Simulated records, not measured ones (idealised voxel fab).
process module | voxel wiring stack
cross-section cut | 175 nm wide | cells 5 nm
A cross-section is a grid of square cells, given in bands from the top down. A band is one or more rows of cells.
Each band's line starts with the height of the band's top and of its bottom, in nm. Then come its materials from left to right, each with its width in nm. One material with "throughout" fills the band from edge to edge. "air" is empty space.
Height 0 is the level under which the wafer as received is all one material. The lowest band goes on downwards, as in "0 down".
A width such as "30 to 40" changes by the same amount from each row of cells to the next, from the band's top row to its bottom row.
"no change" after a step means that no cell of the cross-section changed.
closed voids: empty space of 8 cells or more with no open way to the top, each as width x height at its distance from the left edge, in nm
after a step's settings: what the simulator itself notes on the step
overlay nm, on a step with a mask: how far to the right of its planned place the mask lay; to the left if negative
plan
1 op RECEIVE | material Si
2 op CONFORMAL_DEP | material SiO2 | thk nm 15
3 op DIRECTIONAL_DEP | material TiN | thk nm 5
4 op DIRECTIONAL_DEP | material W | thk nm 15
5 op DIRECTIONAL_DEP | material aC | thk nm 10
6 op PATTERN | tone cover | mask id METAL_1 | material resist | width nm 25 | pitch nm 55 | thk nm 25 | overlay nm 0
7 op DIRECTIONAL_ETCH | etch materials aC | depth nm 10
8 op STRIP | etch materials resist
9 op DIRECTIONAL_ETCH | etch materials W | depth nm 15
10 op DIRECTIONAL_ETCH | etch materials TiN | depth nm 5
11 op STRIP | etch materials aC
12 op CONFORMAL_DEP | material SiCN | thk nm 5
13 op FILL_DEP | material SiO2 | thk nm 5
14 op CMP | height nm 35
15 op CONFORMAL_DEP | material SiCN | thk nm 5
16 op DIRECTIONAL_DEP | material lowk | thk nm 30
17 op MASKED_ETCH | tone open | mask id METAL_2_HOLES | width nm 15 | etch materials lowk | depth nm 30 | overlay nm 0
18 op MASKED_ETCH | tone open | mask id METAL_2 | width nm 25 | pitch nm 55 | etch materials lowk | depth nm 20 | overlay nm 0
19 op MASKED_ETCH | tone open | mask id METAL_2 | width nm 25 | pitch nm 55 | etch materials SiCN | depth nm 5 | overlay nm 0
20 op CONFORMAL_DEP | material TiN | thk nm 5
21 op FILL_DEP | material Cu | thk nm 10
22 op CMP | height nm 70
23 op CONFORMAL_DEP | material SiN | thk nm 5
as received, after step 1
  0 down: Si throughout
  closed voids: none
a wafer at the end: this start, this plan, one mistake
  75 to 70: SiN throughout
  70 to 55: lowk 45 | TiN 5 | Cu 10 | TiN 5 | lowk 40 | TiN 5 | Cu 5 | TiN 5 | lowk 55
  55 to 50: lowk 45 | TiN 5 | Cu 5 | TiN 10 | lowk 40 | TiN 15 | lowk 55
  50 to 40: lowk 45 | TiN 5 | Cu 5 | TiN 5 | lowk 115
  40 to 35: SiCN 45 | TiN 15 | SiCN 115
  35 to 20: SiO2 40 | SiCN 5 | W 25 | SiCN 5 | SiO2 20 | SiCN 5 | W 25 | SiCN 5 | SiO2 45
  20 to 15: SiCN 45 | TiN 25 | SiCN 30 | TiN 25 | SiCN 50
  15 to 0: SiO2 throughout
  0 down: Si throughout
  closed voids: none
what went wrong: step 18 ran as: op MASKED_ETCH | tone open | mask id METAL_2 | width nm 15 | pitch nm 55 | etch materials lowk | depth nm 20 | overlay nm 0
